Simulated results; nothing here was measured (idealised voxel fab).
process module | voxel tone inversion
Displayed cross-section: cut, width of 230 nm, square cells sized 5 nm.
Cross-section format: a grid of square cells, given as bands from top to bottom; each band is one or more rows of cells.
Per band: top height and bottom height in nm, followed by the left-to-right materials and their widths in nm; "full width" marks a single material spanning edge to edge, "blank" marks empty space.
For the purposes of this specification, 0 denotes the height below which the wafer in its as-received condition is composed wholly of one material, and the lowermost band, lacking a lower limit, extends downward without end, as expressed in "0 and below".
Width: "30->40" (first number = top row, second number = bottom row, same change from row to row of cells).
No cell of the cross-section changed in a step that is given as "everything unchanged".
The entry "Sealed internal voids" lists the empty spaces that cover at least 8 cells and have no open path to the top. Each is written as width x height at distance, where the distance is measured from the left edge and all three values are in nm.
Anything after a step's settings on that line? It's the simulator's own note about the step.
overlay nm, on a step with a mask: how far to the right of its planned place the mask lay; to the left if negative
## Below is the list of planned process steps
1. RECEIVE (material Si)
2. CONFORMAL_DEP (material SiCN; thk nm 10)
3. DIRECTIONAL_DEP (material polySi; thk nm 20)
4. PATTERN (tone cover; mask id POSTS; material resist; width nm 15; pitch nm 40; thk nm 30; overlay nm 0)
5. DIRECTIONAL_ETCH (etch materials polySi; depth nm 20)
6. STRIP (etch materials resist)
7. FILL_DEP (material lowk; thk nm 10)
8. CMP (height nm 30)
9. STRIP (etch materials polySi)
10. CONFORMAL_DEP (material TiN; thk nm 5)
11. FILL_DEP (material Ru; thk nm 10)
12. CMP (height nm 30)
13. CONFORMAL_DEP (material SiN; thk nm 5)
## Wafer as received: cross-section following step 1
- 0 and below  Si full width
- Sealed internal voids: none
## End state of the module in cross-section, given the above starting point and plan and one mistake in execution
- 35 down to 30  SiN full width
- 30 down to 15  Ru 60, TiN 5, lowk 15, TiN 5, Ru 15, TiN 5, lowk 15, TiN 5, Ru 15, TiN 5, lowk 15, TiN 5, Ru 65
- 15 down to 10  TiN 65, lowk 15, TiN 25, lowk 15, TiN 25, lowk 15, TiN 70
- 10 down to 0  SiCN full width
- 0 and below  Si full width
- Sealed internal voids: none
Error vs. plan: step 4 did not happen as planned, as run it was PATTERN (tone open; mask id POSTS; material resist; width nm 15; pitch nm 40; thk nm 30; overlay nm 0)
